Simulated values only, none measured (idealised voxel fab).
process module | voxel transistor to metal
cross-section cut | 170 nm wide | cells 5 nm
A cross-section is a grid of square cells, given in bands from the top down. A band is one or more rows of cells.
Each band's line starts with the height of the band's top and of its bottom, in nm. Then come its materials from left to right, each with its width in nm. One material with "throughout" fills the band from edge to edge. "air" is empty space.
Height 0 is the level under which the wafer as received is all one material. The lowest band goes on downwards, as in "0 down".
A width such as "30 to 40" changes by the same amount from each row of cells to the next, from the band's top row to its bottom row.
"no change" after a step means that no cell of the cross-section changed.
closed voids: empty space of 8 cells or more with no open way to the top, each as width x height at its distance from the left edge, in nm
after a step's settings: what the simulator itself notes on the step
overlay nm, on a step with a mask: how far to the right of its planned place the mask lay; to the left if negative
plan
1 op RECEIVE | material Si
2 op OXIDIZE | depth nm 5
3 op CONFORMAL_DEP | material SiN | thk nm 15
4 op PATTERN | tone cover | mask id ACTIVE | material resist | width nm 95 | thk nm 15 | overlay nm 0
5 op DIRECTIONAL_ETCH | etch materials SiN | depth nm 15
6 op DIRECTIONAL_ETCH | etch materials SiO2 | depth nm 5
7 op DIRECTIONAL_ETCH | etch materials Si | depth nm 25
8 op STRIP | etch materials resist
9 op OXIDIZE | depth nm 5
10 op FILL_DEP | material SiO2 | thk nm 10
11 op CMP | height nm 15
12 op SELECTIVE_ETCH | etch materials SiO2 | depth nm 15
13 op STRIP | etch materials SiN
14 op SELECTIVE_ETCH | etch materials SiO2 | depth nm 5
15 op OXIDIZE | depth nm 5
16 op DIRECTIONAL_DEP | material polySi | thk nm 30
17 op DIRECTIONAL_DEP | material SiCN | thk nm 10
18 op MASKED_ETCH | tone cover | mask id GATE | width nm 25 | etch materials SiCN | depth nm 20 | overlay nm 0
19 op MASKED_ETCH | tone cover | mask id GATE | width nm 25 | etch materials polySi | depth nm 40 | overlay nm 0
20 op CONFORMAL_DEP | material SiN | thk nm 10
21 op DIRECTIONAL_ETCH | etch materials SiN | depth nm 10
22 op DIRECTIONAL_ETCH | etch materials SiO2 | depth nm 5
23 op EPI | material nSi | thk nm 5
24 op FILL_DEP | material SiO2 | thk nm 5
25 op CMP | height nm 35
26 op DIRECTIONAL_DEP | material SiO2 | thk nm 15
27 op PATTERN | tone open | mask id CONTACT | material resist | width nm 25 | pitch nm 60 | thk nm 15 | overlay nm 0
28 op DIRECTIONAL_ETCH | etch materials SiO2 | depth nm 55
29 op STRIP | etch materials resist
30 op CONFORMAL_DEP | material TiN | thk nm 5
31 op FILL_DEP | material Ru | thk nm 5
32 op CMP | height nm 50
33 op CONFORMAL_DEP | material SiN | thk nm 5
34 op DIRECTIONAL_DEP | material SiO2 | thk nm 20
35 op PATTERN | tone open | mask id METAL_1 | material resist | width nm 15 | pitch nm 70 | thk nm 15 | overlay nm 0
36 op DIRECTIONAL_ETCH | etch materials SiO2 | depth nm 20
37 op DIRECTIONAL_ETCH | etch materials SiN | depth nm 5
38 op STRIP | etch materials resist
39 op CONFORMAL_DEP | material TiN | thk nm 5
40 op FILL_DEP | material Ru | thk nm 10
41 op CMP | height nm 75
42 op CONFORMAL_DEP | material SiN | thk nm 5
as received, after step 1
  0 down: Si throughout
  closed voids: none
a wafer at the end: this start, this plan, one mistake
  80 to 75: SiN throughout
  75 to 55: SiO2 40 | TiN 5 | Ru 5 | TiN 5 | SiO2 55 | TiN 5 | Ru 5 | TiN 5 | SiO2 45
  55 to 50: SiN 40 | TiN 15 | SiN 55 | TiN 15 | SiN 45
  50 to 35: SiO2 40 | TiN 5 | Ru 15 | TiN 5 | SiO2 35 | TiN 5 | Ru 15 | TiN 5 | SiO2 45
  35 to 30: SiO2 40 | TiN 5 | Ru 15 | TiN 5 | SiO2 5 | SiCN 25 | SiO2 5 | TiN 5 | Ru 15 | TiN 5 | SiO2 45
  30 to 25: SiO2 40 | TiN 5 | Ru 15 | TiN 5 | SiN 5 | SiCN 25 | SiN 5 | TiN 5 | Ru 15 | TiN 5 | SiO2 45
  25 to 0: SiO2 40 | TiN 5 | Ru 15 | TiN 5 | SiN 5 | polySi 25 | SiN 5 | TiN 5 | Ru 15 | TiN 5 | SiO2 45
  0 to -5: SiO2 40 | TiN 25 | SiN 5 | polySi 25 | SiN 5 | TiN 25 | SiO2 45
  -5 to -10: SiO2 35 | nSi 30 | SiO2 35 | nSi 30 | SiO2 40
  -10 to -35: SiO2 40 | Si 85 | SiO2 45
  -35 down: Si throughout
  closed voids: none
what went wrong: step 20 ran as: op CONFORMAL_DEP | material SiN | thk nm 5
